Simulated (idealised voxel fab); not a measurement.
The name of this process module is voxel fin reveal.
For reference, the cross-section in this document is cut, with width 160 nm and square cells of 5 nm.
Cross-section format: a grid of square cells, given as bands from top to bottom; each band is one or more rows of cells. First you get the band's top height and its bottom height, in nm, and then the materials it's made of, left to right, with each width in nm. If you see a single material with "full width", that one covers the band edge to edge. "empty" is empty space. Height is counted from the level 0, under which the received wafer is composed throughout of one material. The lowest of the bands is not closed at the bottom but continues downward, in the notation "from 0 down". A width given as "30 to 40" starts at the first number in the band's top row and ends at the second number in its bottom row, shifting by an equal amount at every step from row to row. Any step labelled "remained unchanged" changed none of the cells in the cross-section. Empty spaces counting at least 8 cells and having no open way to the top are listed in "Closed empty spaces". The notation width x height at distance is used for each, the distance being from the left edge and all three values in nm. What comes after the settings on a step's line is commentary from the simulator itself on that step. overlay nm: step with mask; distance mask lay right of planned place; negative value = left of planned place.

STEPS PLANNED FOR THE PROCESS
1) RECEIVE with material Si
2) CONFORMAL_DEP with material SiN, thk nm 10
3) DIRECTIONAL_DEP with material aC, thk nm 15
4) PATTERN with tone cover, mask id FINS, material resist, width nm 15, pitch nm 40, thk nm 35, overlay nm 0
5) DIRECTIONAL_ETCH with etch materials aC, depth nm 15
6) STRIP with etch materials resist
7) DIRECTIONAL_ETCH with etch materials SiN, depth nm 10
8) DIRECTIONAL_ETCH with etch materials Si, depth nm 30
9) STRIP with etch materials aC
10) FILL_DEP with material SiO2, thk nm 15
11) CMP with height nm 10
12) SELECTIVE_ETCH with etch materials SiO2, depth nm 25
13) STRIP with etch materials SiN
14) CONFORMAL_DEP with material HfO2, thk nm 5

SO THIS IS THE INCOMING WAFER IN CROSS-SECTION - IT'S ALREADY BEEN THROUGH STEP 1
- from 0 down: Si full width
- Closed empty spaces: none

CROSS-SECTIONAL IMAGE OF THE FIRST OF TWO WAFERS AT THE END OF THE MODULE, THE RUN HAVING PROCEEDED AS PLANNED
- from 5 to 0: 25 of empty, then 25 of HfO2, then 15 of empty, then 25 of HfO2, then 15 of empty, then 25 of HfO2, then 30 of empty
- from 0 to -10: 25 of empty, then 5 of HfO2, then 15 of Si, then 5 of HfO2, then 15 of empty, then 5 of HfO2, then 15 of Si, then 5 of HfO2, then 15 of empty, then 5 of HfO2, then 15 of Si, then 5 of HfO2, then 30 of empty
- from -10 to -15: 30 of HfO2, then 15 of Si, then 25 of HfO2, then 15 of Si, then 25 of HfO2, then 15 of Si, then 35 of HfO2
- from -15 to -30: 30 of SiO2, then 15 of Si, then 25 of SiO2, then 15 of Si, then 25 of SiO2, then 15 of Si, then 35 of SiO2
- from -30 down: Si full width
- Closed empty spaces: none

SECOND WAFER THROUGH THE MODULE, SECTIONED AT THE END: SAME BEGINNING AND SAME PLAN AS THE FIRST WAFER, WITH ONE MISTAKE IN CARRYING IT OUT
- from 5 to 0: 25 of empty, then 25 of SiO2, then 15 of empty, then 25 of SiO2, then 15 of empty, then 25 of SiO2, then 30 of empty
- from 0 to -10: 25 of empty, then 5 of SiO2, then 15 of Si, then 5 of SiO2, then 15 of empty, then 5 of SiO2, then 15 of Si, then 5 of SiO2, then 15 of empty, then 5 of SiO2, then 15 of Si, then 5 of SiO2, then 30 of empty
- from -10 to -30: 30 of SiO2, then 15 of Si, then 25 of SiO2, then 15 of Si, then 25 of SiO2, then 15 of Si, then 35 of SiO2
- from -30 down: Si full width
- Closed empty spaces: none
In executing the process, a mistake was made relative to the plan: so step 14 ended up running with a different setting than we planned, it ran as CONFORMAL_DEP with material SiO2, thk nm 5
Heads up, by the end the second wafer has more or fewer cells of some materials compared to the first: HfO2 -50; SiO2 +50
